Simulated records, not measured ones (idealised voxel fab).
process module | voxel lift off
cross-section cut | 265 nm wide | cells 5 nm
A cross-section is a grid of square cells, given in bands from the top down. A band is one or more rows of cells.
Each band's line starts with the height of the band's top and of its bottom, in nm. Then come its materials from left to right, each with its width in nm. One material with "throughout" fills the band from edge to edge. "air" is empty space.
Height 0 is the level under which the wafer as received is all one material. The lowest band goes on downwards, as in "0 down".
A width such as "30 to 40" changes by the same amount from each row of cells to the next, from the band's top row to its bottom row.
"no change" after a step means that no cell of the cross-section changed.
closed voids: empty space of 8 cells or more with no open way to the top, each as width x height at its distance from the left edge, in nm
after a step's settings: what the simulator itself notes on the step
overlay nm, on a step with a mask: how far to the right of its planned place the mask lay; to the left if negative
plan
1 op RECEIVE | material Si
2 op CONFORMAL_DEP | material SiO2 | thk nm 5
3 op PATTERN | tone open | mask id LINES | material resist | width nm 30 | pitch nm 50 | thk nm 25 | overlay nm 0
4 op DIRECTIONAL_DEP | material Ru | thk nm 15
5 op STRIP | etch materials resist
6 op CONFORMAL_DEP | material SiN | thk nm 5
as received, after step 1
  0 down: Si throughout
  closed voids: none
first wafer at the end, as planned
  25 to 20: air 60 | SiN 40 | air 10 | SiN 40 | air 10 | SiN 40 | air 65
  20 to 10: air 60 | SiN 5 | Ru 30 | SiN 5 | air 10 | SiN 5 | Ru 30 | SiN 5 | air 10 | SiN 5 | Ru 30 | SiN 5 | air 65
  10 to 5: SiN 65 | Ru 30 | SiN 20 | Ru 30 | SiN 20 | Ru 30 | SiN 70
  5 to 0: SiO2 throughout
  0 down: Si throughout
  closed voids: none
second wafer at the end: like start, like plan, one mistake
  25 to 20: air 65 | SiN 35 | air 15 | SiN 35 | air 15 | SiN 35 | air 65
  20 to 10: air 65 | SiN 5 | Ru 25 | SiN 5 | air 15 | SiN 5 | Ru 25 | SiN 5 | air 15 | SiN 5 | Ru 25 | SiN 5 | air 65
  10 to 5: SiN 70 | Ru 25 | SiN 25 | Ru 25 | SiN 25 | Ru 25 | SiN 70
  5 to 0: SiO2 throughout
  0 down: Si throughout
  closed voids: none
what went wrong: step 3 ran as: op PATTERN | tone open | mask id LINES | material resist | width nm 25 | pitch nm 50 | thk nm 25 | overlay nm 0
at the end the second wafer has, in cells: 9 fewer of Ru
